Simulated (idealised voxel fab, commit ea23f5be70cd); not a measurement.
Process module name: voxel fin reveal
cross-section cut | 220 nm wide | cells 5 nm
Heads up, the way a cross-section reads in here is a grid of square cells, handed over as bands from the top down, with every band being one or more rows of cells. Quick guide to a band line: top height, bottom height (nm) up front; then every material left to right with its width in nm. Only one material and it's marked "throughout"? Then it fills the band edge to edge. And "air" just means empty space. Height 0 is the level under which the wafer as received is all one material. The lowest band goes on downwards, as in "z 0 and below". Graded width ("30..40"): value in top row of band = first number; value in bottom row = second number; row-to-row change constant. Take "nothing changed" at face value: in the step it is given for, the cross-section changed in none of its cells. If an empty space has no open way to the top and is at least 8 cells in size, "Voids lacking openings" lists it, written width x height at distance, where distance is measured from the left edge and every value is in nm. Heads up: the bit after the settings on a step's line is the simulator's remark on that step. overlay nm: on a step with a mask, how far right of its planned place the mask lay; negative means left.
-- Set out below are the planned steps of the process
1,RECEIVE | material Si
2,CONFORMAL_DEP | material SiN | thk nm 10
3,MASKED_ETCH | tone cover | mask id FINS | width nm 15 | pitch nm 35 | etch materials SiN | depth nm 10 | overlay nm 0
4,MASKED_ETCH | tone cover | mask id FINS | width nm 15 | pitch nm 35 | etch materials Si | depth nm 40 | overlay nm 0
5,OXIDIZE | depth nm 5
6,FILL_DEP | material SiO2 | thk nm 15
7,CMP | height nm 10
8,SELECTIVE_ETCH | etch materials SiO2 | depth nm 30
9,STRIP | etch materials SiN
-- Incoming wafer, cross-sectional view, post step 1
> z 0 and below  Si throughout
> Voids lacking openings: none
-- Here's the cross-section of the first of our two wafers at the end of the module - it ran as planned
> z 0 to -20  70 nm air / 5 nm Si / 30 nm air / 5 nm Si / 30 nm air / 5 nm Si / 75 nm air
> z -20 to -45  70 nm SiO2 / 5 nm Si / 30 nm SiO2 / 5 nm Si / 30 nm SiO2 / 5 nm Si / 75 nm SiO2
> z -45 and below  Si throughout
> Voids lacking openings: none
-- Here is the second of the two wafers cut open at the end of the module - same start, same plan as the first one, but we made one mistake running it
> z 0 to -20  70 nm air / 5 nm Si / 30 nm air / 5 nm Si / 30 nm air / 5 nm Si / 75 nm air
> z -20 to -30  35 nm SiO2 / 35 nm air / 5 nm Si / 30 nm air / 5 nm Si / 30 nm air / 5 nm Si / 35 nm air / 40 nm SiO2
> z -30 to -45  70 nm SiO2 / 5 nm Si / 30 nm SiO2 / 5 nm Si / 30 nm SiO2 / 5 nm Si / 75 nm SiO2
> z -45 and below  Si throughout
> Voids lacking openings: none
So what did we get wrong on this run? the processing plan was not followed for steps 8 and 9, which were run with their positions exchanged
Once processing is complete, comparing cell counts shows that the second wafer has more or fewer of certain materials than the first: 52 fewer of SiO2
